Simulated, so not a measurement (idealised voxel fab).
voxel double patterning: a process module
The cross-section shown here is cut; it is 215 nm wide and divided into square cells measuring 5 nm on a side.
Cross-sections here: square-cell grids, written as top-down lists of bands, a band being one or more rows of cells.
Heads up on the band format: heights come first, top then bottom, in nm. After that it's the materials left to right, each with its width in nm. A single material flagged "full width" fills the whole band edge to edge, and "empty" means there's empty space there.
Where do heights start? At 0: under that level the wafer as delivered is made of one material only. And the lowest band has no floor; it just carries on downward, as in "0 down".
Quick explanation for "30 to 40": the width changes in equal steps down the rows of cells, from the first number in the band's top row to the second number in its bottom row.
A step reported as "nothing was modified" is a step in which no cell of the cross-section changed.
Under "Closed empty spaces" you'll find the enclosed gaps, the ones with no way out to the top, that are 8 cells or bigger; each reads width x height at distance, with distance counted from the left edge, everything in nm.
Note: text after step settings on the step line = simulator remark on that step.
The "overlay nm" setting may appear on a step's line; for a step that uses a mask, it gives how far to the right of its planned position the mask lay, and a negative value indicates the left.

This section lists the process steps that were planned:
1. RECEIVE with material Si
2. CONFORMAL_DEP with material SiO2, thk nm 10
3. DIRECTIONAL_DEP with material polySi, thk nm 10
4. DIRECTIONAL_DEP with material SiCN, thk nm 5
5. PATTERN with tone open, mask id FIRST, material resist, width nm 15, pitch nm 50, thk nm 15, overlay nm 0
6. DIRECTIONAL_ETCH with etch materials SiCN, depth nm 5
7. STRIP with etch materials resist
8. PATTERN with tone open, mask id SECOND, material resist, width nm 15, thk nm 20, overlay nm 0
9. DIRECTIONAL_ETCH with etch materials SiCN, depth nm 5
10. STRIP with etch materials resist
11. DIRECTIONAL_ETCH with etch materials polySi, depth nm 10
12. STRIP with etch materials SiCN

As-received state of the wafer in cross-section, equivalent to post-step 1:
- 0 down | Si full width
- Closed empty spaces: none

Starting structure and process plan are as shown above, but one mistake was made in running the module; the wafer cross-section at the end of the module follows:
- 20 to 10 | 75 of empty, then 15 of polySi, then 35 of empty, then 15 of polySi, then 75 of empty
- 10 to 0 | SiO2 full width
- 0 down | Si full width
- Closed empty spaces: none
In executing the process, a mistake was made relative to the plan: step 5 off recipe, ran as PATTERN with tone cover, mask id FIRST, material resist, width nm 15, pitch nm 50, thk nm 15, overlay nm 0
